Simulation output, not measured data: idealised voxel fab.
process module | voxel tone inversion
cross-section cut | 140 nm wide | cells 5 nm
A cross-section is a grid of square cells, given in bands from the top down. A band is one or more rows of cells.
Each band's line starts with the height of the band's top and of its bottom, in nm. Then come its materials from left to right, each with its width in nm. One material with "throughout" fills the band from edge to edge. "air" is empty space.
Height 0 is the level under which the wafer as received is all one material. The lowest band goes on downwards, as in "0 down".
A width such as "30 to 40" changes by the same amount from each row of cells to the next, from the band's top row to its bottom row.
"no change" after a step means that no cell of the cross-section changed.
closed voids: empty space of 8 cells or more with no open way to the top, each as width x height at its distance from the left edge, in nm
after a step's settings: what the simulator itself notes on the step
overlay nm, on a step with a mask: how far to the right of its planned place the mask lay; to the left if negative
plan
1 op RECEIVE | material Si
2 op CONFORMAL_DEP | material SiCN | thk nm 5
3 op DIRECTIONAL_DEP | material aC | thk nm 20
4 op PATTERN | tone cover | mask id POSTS | material resist | width nm 15 | pitch nm 40 | thk nm 25 | overlay nm 0
5 op DIRECTIONAL_ETCH | etch materials aC | depth nm 20
6 op STRIP | etch materials resist
7 op FILL_DEP | material lowk | thk nm 10
8 op CMP | height nm 25
9 op STRIP | etch materials aC
varied across the wafers: width nm of step 4. The plan shows the first wafer's value. All wafers start alike
first wafer as received, after step 1
  0 down: Si throughout
  closed voids: none
first wafer at the end, after step 9
  25 to 5: lowk 20 | air 15 | lowk 25 | air 15 | lowk 25 | air 15 | lowk 25
  5 to 0: SiCN throughout
  0 down: Si throughout
  closed voids: none
last wafer at the end
  25 to 5: lowk 15 | air 25 | lowk 15 | air 25 | lowk 15 | air 25 | lowk 20
  5 to 0: SiCN throughout
  0 down: Si throughout
  closed voids: none
each wafer at the end: cells of each material gained (+) or lost (-) since it was received, then its closed voids
width nm 15 | +28 SiCN | +76 lowk | closed voids: none
width nm 20 | +28 SiCN | +64 lowk | closed voids: none
width nm 25 | +28 SiCN | +52 lowk | closed voids: none
